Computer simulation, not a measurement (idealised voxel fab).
Process module in this document: voxel wiring stack
Xsec cut, 255 nm wide, square cell size 5 nm.
A cross-section in this document is a grid of square cells, and it is written down as bands, the top band listed before the ones below it; a band is made up of one or more rows of cells.
What a band's entry tells you: where the top is and where the bottom is, as heights in nm, and after that what lies inside, material by material from left to right, each with its width in nm. Empty space is written as the word "blank", and a single material marked with the word "full width" occupies the band from edge to edge.
Ref level 0: as-received wafer is one material below here. Bottom band extends down with no lower bound ("0 down").
The expression "30 to 40" gives the width at the extremes of the band, the first number at its top row of cells and the second at its bottom row, with the width changing by equal amounts from each row to the next in between.
"no change occurred" means the step left every cell of the cross-section as it was.
Entry "Sealed voids" = empty spaces >= 8 cells with no open way to the top; each as width x height at distance, distance from left edge, all nm.
On a step's line, text after the settings is the simulator commenting on that step.
A step's line can hold "overlay nm"; with a mask on that step, the setting says how far right of the planned place the mask lay, while a negative setting says it lay to the left.
The process steps that were planned are listed below
| 1 | RECEIVE [material Si] |
| 2 | CONFORMAL_DEP [material SiO2] [thk nm 15] |
| 3 | CONFORMAL_DEP [material SiN] [thk nm 5] |
| 4 | DIRECTIONAL_DEP [material lowk] [thk nm 25] |
| 5 | MASKED_ETCH [tone open] [mask id METAL_1] [width nm 30] [pitch nm 50] [etch materials lowk] [depth nm 25] [overlay nm 0] |
| 6 | MASKED_ETCH [tone open] [mask id METAL_1] [width nm 30] [pitch nm 50] [etch materials SiN] [depth nm 5] [overlay nm 0] |
| 7 | CONFORMAL_DEP [material TiN] [thk nm 5] |
| 8 | FILL_DEP [material Cu] [thk nm 10] |
| 9 | CMP [height nm 45] |
| 10 | CONFORMAL_DEP [material SiCN] [thk nm 5] |
| 11 | DIRECTIONAL_DEP [material SiO2] [thk nm 25] |
| 12 | MASKED_ETCH [tone open] [mask id METAL_2_HOLES] [width nm 15] [pitch nm 50] [etch materials SiO2] [depth nm 25] [overlay nm 0] |
| 13 | MASKED_ETCH [tone open] [mask id METAL_2] [width nm 30] [pitch nm 50] [etch materials SiO2] [depth nm 15] [overlay nm 0] |
| 14 | MASKED_ETCH [tone open] [mask id METAL_2] [width nm 30] [pitch nm 50] [etch materials SiCN] [depth nm 5] [overlay nm 0] |
| 15 | CONFORMAL_DEP [material TiN] [thk nm 5] |
| 16 | FILL_DEP [material Cu] [thk nm 10] |
| 17 | CMP [height nm 75] |
| 18 | CONFORMAL_DEP [material SiCN] [thk nm 5] |
| 19 | DIRECTIONAL_DEP [material lowk] [thk nm 30] |
| 20 | MASKED_ETCH [tone open] [mask id METAL_3] [width nm 30] [pitch nm 50] [etch materials lowk] [depth nm 15] [overlay nm 0] |
| 21 | MASKED_ETCH [tone open] [mask id METAL_3_HOLES] [width nm 15] [pitch nm 50] [etch materials lowk] [depth nm 15] [overlay nm 0] |
| 22 | MASKED_ETCH [tone open] [mask id METAL_3_HOLES] [width nm 15] [pitch nm 50] [etch materials SiCN] [depth nm 5] [overlay nm 0] |
| 23 | CONFORMAL_DEP [material TiN] [thk nm 5] |
| 24 | FILL_DEP [material Cu] [thk nm 5] |
| 25 | CMP [height nm 110] |
| 26 | CONFORMAL_DEP [material SiN] [thk nm 5] |
Cross-section of the wafer as it came to us, i.e., already through step 1
* 0 down = Si full width
* Sealed voids: none
Cross-section, first of two wafers, end of module, run as planned
* 115 to 110 = SiN full width
* 110 to 100 = 35 lowk, 5 TiN, 20 Cu, 5 TiN, 20 lowk, 5 TiN, 20 Cu, 5 TiN, 20 lowk, 5 TiN, 20 Cu, 5 TiN, 20 lowk, 5 TiN, 20 Cu, 5 TiN, 40 lowk
* 100 to 95 = 35 lowk, 5 TiN, 5 Cu, 20 TiN, 20 lowk, 5 TiN, 5 Cu, 20 TiN, 20 lowk, 5 TiN, 5 Cu, 20 TiN, 20 lowk, 5 TiN, 5 Cu, 20 TiN, 40 lowk
* 95 to 80 = 35 lowk, 5 TiN, 5 Cu, 5 TiN, 35 lowk, 5 TiN, 5 Cu, 5 TiN, 35 lowk, 5 TiN, 5 Cu, 5 TiN, 35 lowk, 5 TiN, 5 Cu, 5 TiN, 55 lowk
* 80 to 75 = 35 SiCN, 15 TiN, 35 SiCN, 15 TiN, 35 SiCN, 15 TiN, 35 SiCN, 15 TiN, 55 SiCN
* 75 to 65 = 35 SiO2, 5 TiN, 20 Cu, 5 TiN, 20 SiO2, 5 TiN, 20 Cu, 5 TiN, 20 SiO2, 5 TiN, 20 Cu, 5 TiN, 20 SiO2, 5 TiN, 20 Cu, 5 TiN, 40 SiO2
* 65 to 60 = 35 SiO2, 5 TiN, 5 Cu, 20 TiN, 20 SiO2, 5 TiN, 5 Cu, 20 TiN, 20 SiO2, 5 TiN, 5 Cu, 20 TiN, 20 SiO2, 5 TiN, 5 Cu, 20 TiN, 40 SiO2
* 60 to 50 = 35 SiO2, 5 TiN, 5 Cu, 5 TiN, 35 SiO2, 5 TiN, 5 Cu, 5 TiN, 35 SiO2, 5 TiN, 5 Cu, 5 TiN, 35 SiO2, 5 TiN, 5 Cu, 5 TiN, 55 SiO2
* 50 to 45 = 35 SiCN, 15 TiN, 35 SiCN, 15 TiN, 35 SiCN, 15 TiN, 35 SiCN, 15 TiN, 55 SiCN
* 45 to 20 = 35 lowk, 5 TiN, 20 Cu, 5 TiN, 20 lowk, 5 TiN, 20 Cu, 5 TiN, 20 lowk, 5 TiN, 20 Cu, 5 TiN, 20 lowk, 5 TiN, 20 Cu, 5 TiN, 40 lowk
* 20 to 15 = 35 SiN, 30 TiN, 20 SiN, 30 TiN, 20 SiN, 30 TiN, 20 SiN, 30 TiN, 40 SiN
* 15 to 0 = SiO2 full width
* 0 down = Si full width
* Sealed voids: none
Wafer two, sectioned after the module: the first wafer's start, the first wafer's plan, and one mistake in how it was run
* 115 to 110 = SiN full width
* 110 to 105 = 35 SiCN, 15 TiN, 35 SiCN, 15 TiN, 35 SiCN, 15 TiN, 35 SiCN, 15 TiN, 55 SiCN
* 105 to 75 = lowk full width
* 75 to 65 = 35 SiO2, 5 TiN, 20 Cu, 5 TiN, 20 SiO2, 5 TiN, 20 Cu, 5 TiN, 20 SiO2, 5 TiN, 20 Cu, 5 TiN, 20 SiO2, 5 TiN, 20 Cu, 5 TiN, 40 SiO2
* 65 to 60 = 35 SiO2, 5 TiN, 5 Cu, 20 TiN, 20 SiO2, 5 TiN, 5 Cu, 20 TiN, 20 SiO2, 5 TiN, 5 Cu, 20 TiN, 20 SiO2, 5 TiN, 5 Cu, 20 TiN, 40 SiO2
* 60 to 50 = 35 SiO2, 5 TiN, 5 Cu, 5 TiN, 35 SiO2, 5 TiN, 5 Cu, 5 TiN, 35 SiO2, 5 TiN, 5 Cu, 5 TiN, 35 SiO2, 5 TiN, 5 Cu, 5 TiN, 55 SiO2
* 50 to 45 = 35 SiCN, 15 TiN, 35 SiCN, 15 TiN, 35 SiCN, 15 TiN, 35 SiCN, 15 TiN, 55 SiCN
* 45 to 20 = 35 lowk, 5 TiN, 20 Cu, 5 TiN, 20 lowk, 5 TiN, 20 Cu, 5 TiN, 20 lowk, 5 TiN, 20 Cu, 5 TiN, 20 lowk, 5 TiN, 20 Cu, 5 TiN, 40 lowk
* 20 to 15 = 35 SiN, 30 TiN, 20 SiN, 30 TiN, 20 SiN, 30 TiN, 20 SiN, 30 TiN, 40 SiN
* 15 to 0 = SiO2 full width
* 0 down = Si full width
* Sealed voids: none
The mistake made against the process plan was this: contrary to the plan, steps 18 and 19 were processed in exchanged order
Wrapping up, a cell-based count of both wafers puts the second over or under the first for these materials: Cu: 48 fewer, TiN: 60 fewer, lowk: 108 more
